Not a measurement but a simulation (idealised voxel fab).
process module | voxel self aligned contacts
cross-section cut | 185 nm wide | cells 5 nm
A cross-section is a grid of square cells, given in bands from the top down. A band is one or more rows of cells.
Each band's line starts with the height of the band's top and of its bottom, in nm. Then come its materials from left to right, each with its width in nm. One material with "throughout" fills the band from edge to edge. "air" is empty space.
Height 0 is the level under which the wafer as received is all one material. The lowest band goes on downwards, as in "0 down".
A width such as "30 to 40" changes by the same amount from each row of cells to the next, from the band's top row to its bottom row.
"no change" after a step means that no cell of the cross-section changed.
closed voids: empty space of 8 cells or more with no open way to the top, each as width x height at its distance from the left edge, in nm
after a step's settings: what the simulator itself notes on the step
overlay nm, on a step with a mask: how far to the right of its planned place the mask lay; to the left if negative
plan
1 op RECEIVE | material Si
2 op CONFORMAL_DEP | material SiO2 | thk nm 5
3 op DIRECTIONAL_DEP | material polySi | thk nm 30
4 op DIRECTIONAL_DEP | material SiN | thk nm 20
5 op MASKED_ETCH | tone cover | mask id GATE | width nm 25 | pitch nm 60 | etch materials SiN | depth nm 20 | overlay nm 0
6 op MASKED_ETCH | tone cover | mask id GATE | width nm 25 | pitch nm 60 | etch materials polySi | depth nm 30 | overlay nm 0
7 op CONFORMAL_DEP | material SiN | thk nm 10
8 op DIRECTIONAL_ETCH | etch materials SiN | depth nm 10
9 op FILL_DEP | material SiO2 | thk nm 10
10 op CMP | height nm 60
11 op DIRECTIONAL_DEP | material aC | thk nm 10
12 op PATTERN | tone open | mask id CONTACT | material resist | width nm 45 | thk nm 25 | overlay nm 0
13 op DIRECTIONAL_ETCH | etch materials aC | depth nm 10
14 op STRIP | etch materials resist
15 op DIRECTIONAL_ETCH | etch materials SiO2 | depth nm 60
16 op STRIP | etch materials aC
17 op CONFORMAL_DEP | material TiN | thk nm 5
18 op FILL_DEP | material Ru | thk nm 10
19 op CMP | height nm 60
20 op CONFORMAL_DEP | material SiCN | thk nm 5
as received, after step 1
  0 down: Si throughout
  closed voids: none
first wafer at the end, as planned
  65 to 60: SiCN throughout
  60 to 55: SiO2 70 | TiN 20 | Ru 5 | TiN 20 | SiO2 70
  55 to 35: SiO2 40 | SiN 45 | TiN 5 | Ru 5 | TiN 5 | SiN 45 | SiO2 40
  35 to 5: SiO2 40 | SiN 10 | polySi 25 | SiN 10 | TiN 5 | Ru 5 | TiN 5 | SiN 10 | polySi 25 | SiN 10 | SiO2 40
  5 to 0: SiO2 85 | TiN 15 | SiO2 85
  0 down: Si throughout
  closed voids: none
second wafer at the end: like start, like plan, one mistake
  65 to 60: SiCN throughout
  60 to 55: SiO2 70 | TiN 45 | SiO2 70
  55 to 35: SiN 60 | SiO2 5 | SiN 55 | SiO2 5 | SiN 60
  35 to 5: polySi throughout
  5 to 0: SiO2 throughout
  0 down: Si throughout
  closed voids: none
what went wrong: step 5 ran as: op MASKED_ETCH | tone open | mask id GATE | width nm 25 | pitch nm 60 | etch materials SiN | depth nm 20 | overlay nm 0
at the end the second wafer has, in cells: 11 fewer of Ru | 20 more of SiN | 149 fewer of SiO2 | 22 fewer of TiN | 162 more of polySi
